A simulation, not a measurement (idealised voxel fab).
This section sets out a process module, namely voxel wiring stack.
For reference, the cross-section in this document is cut, with width 260 nm and square cells of 5 nm.
How to read a cross-section here: the picture is a grid of square cells, written as bands going from the top down, and any band can span one or more rows of cells.
A band entry consists of two parts. The first gives the height of the band's top and the height of its bottom, in nm. The rest lists the band's materials from left to right, each with its width in nm. A single material labelled with the word "edge to edge" fills the band from edge to edge, and the word "empty" marks empty space.
Convention: height 0 is the level below which the wafer, as received, is all one material. The lowest band does not terminate at the bottom but continues downward, represented as "0 -> down".
Read "30->40" as a graded width: first number on top, second number at the bottom, same change between each pair of neighbouring rows.
Where a step carries "no alterations made", the cross-section came out of it unchanged, cell for cell.
In the "Enclosed internal voids" entry, you get each enclosed empty space of 8 cells or more, one with no open way to the top, written width x height at distance, distance from the left edge, in nm.
Past the settings on a step's line: simulator remark, on that step.
"overlay nm", when on a step's line for a step with a mask, measures how far to the right of its planned place the mask lay; a negative measure means to the left.

### plan
1 RECEIVE with material Si
2 CONFORMAL_DEP with material SiO2, thk nm 10
3 CONFORMAL_DEP with material SiCN, thk nm 5
4 DIRECTIONAL_DEP with material SiO2, thk nm 15
5 PATTERN with tone open, mask id METAL_1, material resist, width nm 30, pitch nm 55, thk nm 20, overlay nm 0
6 DIRECTIONAL_ETCH with etch materials SiO2, depth nm 15
7 DIRECTIONAL_ETCH with etch materials SiCN, depth nm 5
8 STRIP with etch materials resist
9 CONFORMAL_DEP with material TiN, thk nm 5
10 FILL_DEP with material Cu, thk nm 5
11 CMP with height nm 30
12 CONFORMAL_DEP with material SiCN, thk nm 5
13 DIRECTIONAL_DEP with material SiO2, thk nm 20
14 MASKED_ETCH with tone open, mask id PLUG_1, width nm 15, pitch nm 55, etch materials SiO2, depth nm 20, overlay nm 0
15 MASKED_ETCH with tone open, mask id PLUG_1, width nm 15, pitch nm 55, etch materials SiCN, depth nm 5, overlay nm 0
16 EPI with material Ru, thk nm 10
17 EPI with material Ru, thk nm 10
18 EPI with material Ru, thk nm 5
19 CONFORMAL_DEP with material SiCN, thk nm 5
20 DIRECTIONAL_DEP with material lowk, thk nm 20
21 PATTERN with tone open, mask id METAL_2, material resist, width nm 30, pitch nm 55, thk nm 20, overlay nm 0
22 DIRECTIONAL_ETCH with etch materials lowk, depth nm 20
23 DIRECTIONAL_ETCH with etch materials SiCN, depth nm 5
24 STRIP with etch materials resist
25 CONFORMAL_DEP with material TiN, thk nm 5
26 FILL_DEP with material Cu, thk nm 10
27 CMP with height nm 80
28 CONFORMAL_DEP with material SiCN, thk nm 5
29 DIRECTIONAL_DEP with material lowk, thk nm 30
30 MASKED_ETCH with tone open, mask id METAL_3_HOLES, width nm 15, pitch nm 55, etch materials lowk, depth nm 30, overlay nm 0
31 MASKED_ETCH with tone open, mask id METAL_3, width nm 30, pitch nm 55, etch materials lowk, depth nm 20, overlay nm 0
32 MASKED_ETCH with tone open, mask id METAL_3, width nm 30, pitch nm 55, etch materials SiCN, depth nm 5, overlay nm 0
33 CONFORMAL_DEP with material TiN, thk nm 5
34 FILL_DEP with material Cu, thk nm 5
35 CMP with height nm 115
36 CONFORMAL_DEP with material SiCN, thk nm 5
37 DIRECTIONAL_DEP with material lowk, thk nm 10
38 DIRECTIONAL_DEP with material aC, thk nm 10
39 PATTERN with tone open, mask id PLUG_3, material resist, width nm 15, thk nm 25, overlay nm 0
40 DIRECTIONAL_ETCH with etch materials aC, depth nm 10
41 STRIP with etch materials resist
42 DIRECTIONAL_ETCH with etch materials lowk, depth nm 10
43 DIRECTIONAL_ETCH with etch materials SiCN, depth nm 5
44 STRIP with etch materials aC
45 CONFORMAL_DEP with material TiN, thk nm 5
46 FILL_DEP with material W, thk nm 10
47 CMP with height nm 130
48 CONFORMAL_DEP with material SiN, thk nm 5
49 DIRECTIONAL_DEP with material lowk, thk nm 25
50 MASKED_ETCH with tone open, mask id METAL_4, width nm 30, pitch nm 55, etch materials lowk, depth nm 25, overlay nm 0
51 MASKED_ETCH with tone open, mask id METAL_4, width nm 30, pitch nm 55, etch materials SiN, depth nm 5, overlay nm 0
52 CONFORMAL_DEP with material TiN, thk nm 5
53 FILL_DEP with material Cu, thk nm 5
54 CMP with height nm 160
55 EPI with material Ru, thk nm 5
56 FILL_DEP with material SiCN, thk nm 5

### Cross-section: wafer on arrival = after step 1
    0 -> down = Si edge to edge
    Enclosed internal voids: none

### Final cross-section, module run with one mistake (start and plan as above)
    170 -> 165 = SiCN edge to edge
    165 -> 160 = SiCN 80 nm  Ru 40 nm  SiCN 15 nm  Ru 40 nm  SiCN 85 nm
    160 -> 135 = lowk 85 nm  TiN 5 nm  Cu 20 nm  TiN 5 nm  lowk 25 nm  TiN 5 nm  Cu 20 nm  TiN 5 nm  lowk 90 nm
    135 -> 130 = SiN 85 nm  TiN 30 nm  SiN 25 nm  TiN 30 nm  SiN 90 nm
    130 -> 120 = lowk 85 nm  TiN 5 nm  W 5 nm  TiN 5 nm  lowk 160 nm
    120 -> 115 = SiCN 85 nm  TiN 15 nm  SiCN 160 nm
    115 -> 100 = lowk 85 nm  TiN 5 nm  Cu 20 nm  TiN 5 nm  lowk 25 nm  TiN 5 nm  Cu 20 nm  TiN 5 nm  lowk 90 nm
    100 -> 95 = lowk 85 nm  TiN 5 nm  Cu 10 nm  TiN 15 nm  lowk 25 nm  TiN 5 nm  Cu 10 nm  TiN 15 nm  lowk 90 nm
    95 -> 85 = lowk 85 nm  TiN 5 nm  Cu 10 nm  TiN 5 nm  lowk 35 nm  TiN 5 nm  Cu 10 nm  TiN 5 nm  lowk 100 nm
    85 -> 80 = SiCN 85 nm  TiN 20 nm  SiCN 35 nm  TiN 20 nm  SiCN 100 nm
    80 -> 60 = lowk 85 nm  TiN 5 nm  Cu 20 nm  TiN 5 nm  lowk 25 nm  TiN 5 nm  Cu 20 nm  TiN 5 nm  lowk 90 nm
    60 -> 55 = SiCN 85 nm  TiN 30 nm  SiCN 25 nm  TiN 30 nm  SiCN 90 nm
    55 -> 35 = SiO2 85 nm  Ru 15 nm  SiO2 40 nm  Ru 15 nm  SiO2 105 nm
    35 -> 30 = SiCN 85 nm  Ru 15 nm  SiCN 40 nm  Ru 15 nm  SiCN 105 nm
    30 -> 15 = SiO2 85 nm  TiN 5 nm  Cu 20 nm  TiN 5 nm  SiO2 25 nm  TiN 5 nm  Cu 20 nm  TiN 5 nm  SiO2 90 nm
    15 -> 10 = SiCN 85 nm  TiN 30 nm  SiCN 25 nm  TiN 30 nm  SiCN 90 nm
    10 -> 0 = SiO2 edge to edge
    0 -> down = Si edge to edge
    Enclosed internal voids: none
Misprocessing identified: step 30 did not use the planned setting and instead ran as MASKED_ETCH with tone open, mask id METAL_3_HOLES, width nm 20, pitch nm 55, etch materials lowk, depth nm 30, overlay nm 0
